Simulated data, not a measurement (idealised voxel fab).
process module | voxel air gaps
cross-section cut | 210 nm wide | cells 5 nm
A cross-section is a grid of square cells, given in bands from the top down. A band is one or more rows of cells.
Each band's line starts with the height of the band's top and of its bottom, in nm. Then come its materials from left to right, each with its width in nm. One material with "throughout" fills the band from edge to edge. "air" is empty space.
Height 0 is the level under which the wafer as received is all one material. The lowest band goes on downwards, as in "0 down".
A width such as "30 to 40" changes by the same amount from each row of cells to the next, from the band's top row to its bottom row.
"no change" after a step means that no cell of the cross-section changed.
closed voids: empty space of 8 cells or more with no open way to the top, each as width x height at its distance from the left edge, in nm
after a step's settings: what the simulator itself notes on the step
overlay nm, on a step with a mask: how far to the right of its planned place the mask lay; to the left if negative
plan
1 op RECEIVE | material Si
2 op CONFORMAL_DEP | material SiO2 | thk nm 10
3 op CONFORMAL_DEP | material SiCN | thk nm 5
4 op DIRECTIONAL_DEP | material SiO2 | thk nm 35
5 op PATTERN | tone open | mask id LINES | material resist | width nm 15 | pitch nm 40 | thk nm 15 | overlay nm 0
6 op DIRECTIONAL_ETCH | etch materials SiO2 | depth nm 35
7 op STRIP | etch materials resist
8 op CONFORMAL_DEP | material TiN | thk nm 5
9 op FILL_DEP | material Cu | thk nm 10
10 op CMP | height nm 50
11 op EPI | material Ru | thk nm 10
12 op SELECTIVE_ETCH | etch materials SiO2 | depth nm 45
13 op CONFORMAL_DEP | material SiCN | thk nm 5
as received, after step 1
  0 down: Si throughout
  closed voids: none
first wafer at the end, as planned
  65 to 60: air 40 | SiCN 125 | air 45
  60 to 50: air 40 | SiCN 5 | Ru 35 | SiCN 5 | Ru 35 | SiCN 5 | Ru 35 | SiCN 5 | air 45
  50 to 45: air 40 | SiCN 15 | TiN 5 | Cu 5 | TiN 5 | SiCN 25 | TiN 5 | Cu 5 | TiN 5 | SiCN 25 | TiN 5 | Cu 5 | TiN 5 | SiCN 15 | air 45
  45 to 20: air 50 | SiCN 5 | TiN 5 | Cu 5 | TiN 5 | SiCN 5 | air 15 | SiCN 5 | TiN 5 | Cu 5 | TiN 5 | SiCN 5 | air 15 | SiCN 5 | TiN 5 | Cu 5 | TiN 5 | SiCN 5 | air 55
  20 to 15: SiCN 55 | TiN 15 | SiCN 25 | TiN 15 | SiCN 25 | TiN 15 | SiCN 60
  15 to 10: SiCN throughout
  10 to 0: SiO2 throughout
  0 down: Si throughout
  closed voids: 15 x 25 at 75; 15 x 25 at 115
second wafer at the end: like start, like plan, one mistake
  65 to 60: SiCN throughout
  60 to 50: Ru throughout
  50 to 20: Cu 50 | TiN 5 | SiO2 15 | TiN 5 | Cu 15 | TiN 5 | SiO2 15 | TiN 5 | Cu 15 | TiN 5 | SiO2 15 | TiN 5 | Cu 55
  20 to 15: TiN 55 | SiO2 15 | TiN 25 | SiO2 15 | TiN 25 | SiO2 15 | TiN 60
  15 to 10: SiCN throughout
  10 to 0: SiO2 throughout
  0 down: Si throughout
  closed voids: none
what went wrong: step 5 ran as: op PATTERN | tone cover | mask id LINES | material resist | width nm 15 | pitch nm 40 | thk nm 15 | overlay nm 0
at the end the second wafer has, in cells: 144 more of Cu | 42 more of Ru | 70 fewer of SiCN | 63 more of SiO2 | 24 more of TiN
closed voids at the end (first wafer, second wafer): 2, 0
